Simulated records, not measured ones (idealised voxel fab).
This is a process module. Its name is voxel ribs on slabs.
Cross-section cut: width 155 nm, square cells of 5 nm.
For the purposes of this document, a cross-section shall be understood as a grid of square cells, specified as bands listed in top-to-bottom order, each band consisting of one or more rows of cells. In this notation a band is specified by the heights of its top and bottom, in that order and in nm, after which its materials appear from left to right, each paired with its width in nm. The word "all across" attached to a single material means that material fills the band from edge to edge; the word "air" stands for empty space. Counting heights begins at 0, where everything beneath is, in the wafer as received, one material. The lowest band has no bottom; it goes on downwards, as "0 nm and below" shows. It should be noted that a width expressed as "30->40" varies in equal increments from row to row of cells within the band, taking the value of the first number at the top row and that of the second number at the bottom row. Where a step carries "no modification", the cross-section came out of it unchanged, cell for cell. In "Closed void catalog" the enclosed voids are listed, meaning empty spaces of 8 cells or larger without any opening to the top. The form is width x height at distance, distance from the left edge, units nm. Anything after a step's settings on that line? It's the simulator's own note about the step. When a step includes a mask, the "overlay nm" setting on its line states how far to the right of its planned place that mask lay, and negative values state how far to the left.
# List of planned process steps
1. RECEIVE: material Si
2. DIRECTIONAL_DEP: material SiO2, thk nm 15
3. DIRECTIONAL_DEP: material SiN, thk nm 20
4. DIRECTIONAL_DEP: material aC, thk nm 10
5. PATTERN: tone cover, mask id RIB, material resist, width nm 30, thk nm 25, overlay nm 0
6. DIRECTIONAL_ETCH: etch materials aC, depth nm 10
7. STRIP: etch materials resist
8. DIRECTIONAL_ETCH: etch materials SiN, depth nm 5
9. STRIP: etch materials aC
10. MASKED_ETCH: tone cover, mask id SLAB, width nm 90, etch materials SiN, depth nm 15, overlay nm 0
11. FILL_DEP: material SiO2, thk nm 25
12. CMP: height nm 60
13. DIRECTIONAL_DEP: material W, thk nm 5
14. DIRECTIONAL_DEP: material aC, thk nm 15
15. PATTERN: tone cover, mask id HEATER, material resist, width nm 40, thk nm 30, overlay nm 0
16. DIRECTIONAL_ETCH: etch materials aC, depth nm 15
17. STRIP: etch materials resist
18. DIRECTIONAL_ETCH: etch materials W, depth nm 5
19. STRIP: etch materials aC
20. CONFORMAL_DEP: material SiO2, thk nm 10
Wafers differ in thk nm at step 2; plan lists the first wafer's value; identical starting state.
# Cut through the first of several wafers as received, post step 1
    0 nm and below | Si all across
    Closed void catalog: none
# Per-wafer rows below. For each material: cells gained (+) or lost (-) since the wafer was received, as of end of module. Then: closed voids
thk nm 15, +60 SiN, +378 SiO2, +8 W, Closed void catalog: none
thk nm 20, +60 SiN, +378 SiO2, +8 W, Closed void catalog: none
thk nm 25, +60 SiN, +378 SiO2, +8 W, Closed void catalog: none
thk nm 30, +60 SiN, +378 SiO2, +8 W, Closed void catalog: none
thk nm 35, +60 SiN, +378 SiO2, +8 W, Closed void catalog: none
thk nm 40, +60 SiN, +378 SiO2, +8 W, Closed void catalog: none
